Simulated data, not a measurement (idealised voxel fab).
The process module that follows is named voxel transistor to metal.
Pictured: cross-section cut, 155 nm wide, on a grid of 5 nm square cells.
This document writes a cross-section as a grid whose cells are square, and gives it as bands, listed from the top down; one or more rows of cells form a band. The band entry comprises the height of the band's top followed by the height of its bottom, expressed in nm, and subsequently the band's materials from left to right, each stated together with its width in nm. Where a single material is marked with the word "everywhere", that material fills the band from edge to edge. The word "air" represents empty space. Zero point of the height axis is 0; under it, received wafer = one material. Lowest band: continues down indefinitely, "z 0 and below". The expression "30..40" gives the width at the extremes of the band, the first number at its top row of cells and the second at its bottom row, with the width changing by equal amounts from each row to the next in between. You'll sometimes find "changes: none" written for a step, and that's the way of saying that nowhere in the cross-section did a cell change during that step. "Sealed void listing" lists enclosed empty spaces (at least 8 cells, no open path upward to the top), each as width x height at distance from the left edge, in nm. If you see something after the settings on a step's line, that's the simulator's own remark about that step. The optional step-line setting "overlay nm" applies to steps with a mask and quantifies how far to the right of its planned location the mask lay, a negative value indicating leftward placement.

## The following list gives the planned process steps
| 1 | RECEIVE with material Si |
| 2 | CONFORMAL_DEP with material SiO2, thk nm 5 |
| 3 | CONFORMAL_DEP with material SiN, thk nm 15 |
| 4 | PATTERN with tone cover, mask id ACTIVE, material resist, width nm 105, thk nm 15, overlay nm 0 |
| 5 | DIRECTIONAL_ETCH with etch materials SiN, depth nm 15 |
| 6 | DIRECTIONAL_ETCH with etch materials SiO2, depth nm 5 |
| 7 | DIRECTIONAL_ETCH with etch materials Si, depth nm 20 |
| 8 | STRIP with etch materials resist |
| 9 | OXIDIZE with depth nm 5 |
| 10 | FILL_DEP with material SiO2, thk nm 15 |
| 11 | CMP with height nm 20 |
| 12 | SELECTIVE_ETCH with etch materials SiO2, depth nm 15 |
| 13 | STRIP with etch materials SiN |
| 14 | SELECTIVE_ETCH with etch materials SiO2, depth nm 5 |
| 15 | OXIDIZE with depth nm 5 |
| 16 | DIRECTIONAL_DEP with material polySi, thk nm 30 |
| 17 | DIRECTIONAL_DEP with material SiCN, thk nm 10 |
| 18 | DIRECTIONAL_DEP with material aC, thk nm 10 |
| 19 | PATTERN with tone cover, mask id GATE, material resist, width nm 25, thk nm 30, overlay nm 0 |
| 20 | DIRECTIONAL_ETCH with etch materials aC, depth nm 10 |
| 21 | STRIP with etch materials resist |
| 22 | DIRECTIONAL_ETCH with etch materials SiCN, depth nm 20 |
| 23 | DIRECTIONAL_ETCH with etch materials polySi, depth nm 40 |
| 24 | STRIP with etch materials aC |
| 25 | CONFORMAL_DEP with material SiO2, thk nm 5 |
| 26 | DIRECTIONAL_ETCH with etch materials SiO2, depth nm 5 |
| 27 | CONFORMAL_DEP with material SiN, thk nm 10 |
| 28 | DIRECTIONAL_ETCH with etch materials SiN, depth nm 10 |
| 29 | DIRECTIONAL_ETCH with etch materials SiO2, depth nm 5 |
| 30 | DIRECTIONAL_ETCH with etch materials Si, depth nm 15 |
| 31 | EPI with material nSi, thk nm 15 |
| 32 | FILL_DEP with material SiO2, thk nm 10 |
| 33 | CMP with height nm 40 |
| 34 | DIRECTIONAL_DEP with material SiO2, thk nm 15 |
| 35 | PATTERN with tone open, mask id CONTACT, material resist, width nm 30, pitch nm 65, thk nm 20, overlay nm 0 |
| 36 | DIRECTIONAL_ETCH with etch materials SiO2, depth nm 60 |
| 37 | STRIP with etch materials resist |
| 38 | CONFORMAL_DEP with material TiN, thk nm 5 |
| 39 | FILL_DEP with material Ru, thk nm 5 |
| 40 | CMP with height nm 55 |
| 41 | CONFORMAL_DEP with material SiCN, thk nm 5 |
| 42 | DIRECTIONAL_DEP with material SiO2, thk nm 25 |
| 43 | MASKED_ETCH with tone open, mask id METAL_1, width nm 20, pitch nm 75, etch materials SiO2, depth nm 25, overlay nm 0 |
| 44 | MASKED_ETCH with tone open, mask id METAL_1, width nm 20, pitch nm 75, etch materials SiCN, depth nm 5, overlay nm 0 |
| 45 | CONFORMAL_DEP with material TiN, thk nm 5 |
| 46 | FILL_DEP with material Cu, thk nm 5 |
| 47 | CMP with height nm 85 |
| 48 | CONFORMAL_DEP with material SiN, thk nm 5 |

## Cross-section of the wafer as it came to us, i.e., already through step 1
> z 0 and below: Si everywhere
> Sealed void listing: none

## First of two wafers: cross-section at end of module, run per plan
> z 90 to 85: SiN everywhere
> z 85 to 60: SiO2=30, then TiN=5, then Cu=10, then TiN=5, then SiO2=55, then TiN=5, then Cu=10, then TiN=5, then SiO2=30
> z 60 to 55: SiCN=30, then TiN=20, then SiCN=55, then TiN=20, then SiCN=30
> z 55 to 45: SiO2=30, then TiN=5, then Ru=20, then TiN=5, then SiO2=35, then TiN=5, then Ru=20, then TiN=5, then SiO2=30
> z 45 to 40: SiO2=30, then TiN=5, then Ru=10, then TiN=15, then SiO2=35, then TiN=15, then Ru=10, then TiN=5, then SiO2=30
> z 40 to 30: SiO2=30, then TiN=5, then Ru=10, then TiN=5, then SiN=10, then SiO2=5, then SiCN=25, then SiO2=5, then SiN=10, then TiN=5, then Ru=10, then TiN=5, then SiO2=30
> z 30 to 15: SiO2=30, then TiN=5, then Ru=10, then TiN=5, then SiN=10, then SiO2=5, then polySi=25, then SiO2=5, then SiN=10, then TiN=5, then Ru=10, then TiN=5, then SiO2=30
> z 15 to 10: SiO2=30, then TiN=20, then SiN=10, then SiO2=5, then polySi=25, then SiO2=5, then SiN=10, then TiN=20, then SiO2=30
> z 10 to 0: SiO2=30, then TiN=5, then nSi=15, then SiN=10, then SiO2=5, then polySi=25, then SiO2=5, then SiN=10, then nSi=15, then TiN=5, then SiO2=30
> z 0 to -5: SiO2=30, then TiN=5, then nSi=15, then SiO2=55, then nSi=15, then TiN=5, then SiO2=30
> z -5 to -20: SiO2=30, then nSi=20, then Si=55, then nSi=20, then SiO2=30
> z -20 to -25: SiO2=30, then Si=95, then SiO2=30
> z -25 and below: Si everywhere
> Sealed void listing: none

## This is the second of the two wafers, cross-sectioned at the end of the module; it started exactly like the first and was given the same plan, but it was run with one mistake
> z 90 to 85: SiN everywhere
> z 85 to 65: SiO2=30, then TiN=5, then Cu=10, then TiN=5, then SiO2=55, then TiN=5, then Cu=10, then TiN=5, then SiO2=30
> z 65 to 60: SiO2=30, then TiN=20, then SiO2=55, then TiN=20, then SiO2=30
> z 60 to 55: Ru everywhere
> z 55 to 45: SiO2=30, then TiN=5, then Ru=20, then TiN=5, then SiO2=35, then TiN=5, then Ru=20, then TiN=5, then SiO2=30
> z 45 to 40: SiO2=30, then TiN=5, then Ru=10, then TiN=15, then SiO2=35, then TiN=15, then Ru=10, then TiN=5, then SiO2=30
> z 40 to 30: SiO2=30, then TiN=5, then Ru=10, then TiN=5, then SiN=10, then SiO2=5, then SiCN=25, then SiO2=5, then SiN=10, then TiN=5, then Ru=10, then TiN=5, then SiO2=30
> z 30 to 15: SiO2=30, then TiN=5, then Ru=10, then TiN=5, then SiN=10, then SiO2=5, then polySi=25, then SiO2=5, then SiN=10, then TiN=5, then Ru=10, then TiN=5, then SiO2=30
> z 15 to 10: SiO2=30, then TiN=20, then SiN=10, then SiO2=5, then polySi=25, then SiO2=5, then SiN=10, then TiN=20, then SiO2=30
> z 10 to 0: SiO2=30, then TiN=5, then nSi=15, then SiN=10, then SiO2=5, then polySi=25, then SiO2=5, then SiN=10, then nSi=15, then TiN=5, then SiO2=30
> z 0 to -5: SiO2=30, then TiN=5, then nSi=15, then SiO2=55, then nSi=15, then TiN=5, then SiO2=30
> z -5 to -20: SiO2=30, then nSi=20, then Si=55, then nSi=20, then SiO2=30
> z -20 to -25: SiO2=30, then Si=95, then SiO2=30
> z -25 and below: Si everywhere
> Sealed void listing: none
The plan and the run diverged here: step 41 was not run as planned; what actually ran was CONFORMAL_DEP with material Ru, thk nm 5
End check, counted in cells, second wafer has more or fewer of these materials than the first: -4 Cu | +31 Ru | -23 SiCN | -4 TiN
